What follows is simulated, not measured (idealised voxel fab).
process module | voxel spacer lines
cross-section cut | 295 nm wide | cells 5 nm
A cross-section is a grid of square cells, given in bands from the top down. A band is one or more rows of cells.
Each band's line starts with the height of the band's top and of its bottom, in nm. Then come its materials from left to right, each with its width in nm. One material with "throughout" fills the band from edge to edge. "air" is empty space.
Height 0 is the level under which the wafer as received is all one material. The lowest band goes on downwards, as in "0 down".
A width such as "30 to 40" changes by the same amount from each row of cells to the next, from the band's top row to its bottom row.
"no change" after a step means that no cell of the cross-section changed.
closed voids: empty space of 8 cells or more with no open way to the top, each as width x height at its distance from the left edge, in nm
after a step's settings: what the simulator itself notes on the step
overlay nm, on a step with a mask: how far to the right of its planned place the mask lay; to the left if negative
plan
1 op RECEIVE | material Si
2 op CONFORMAL_DEP | material SiO2 | thk nm 5
3 op DIRECTIONAL_DEP | material W | thk nm 15
4 op DIRECTIONAL_DEP | material polySi | thk nm 20
5 op PATTERN | tone cover | mask id MANDREL | material resist | width nm 15 | pitch nm 60 | thk nm 25 | overlay nm 0
6 op DIRECTIONAL_ETCH | etch materials polySi | depth nm 20
7 op STRIP | etch materials resist
8 op CONFORMAL_DEP | material SiN | thk nm 15
9 op DIRECTIONAL_ETCH | etch materials SiN | depth nm 15
10 op STRIP | etch materials polySi
11 op DIRECTIONAL_ETCH | etch materials W | depth nm 15
12 op STRIP | etch materials SiN
as received, after step 1
  0 down: Si throughout
  closed voids: none
a wafer at the end: this start, this plan, one mistake
  20 to 5: air 70 | W 10 | air 15 | W 10 | air 25 | W 10 | air 15 | W 10 | air 25 | W 10 | air 15 | W 10 | air 70
  5 to 0: SiO2 throughout
  0 down: Si throughout
  closed voids: none
what went wrong: step 8 ran as: op CONFORMAL_DEP | material SiN | thk nm 10
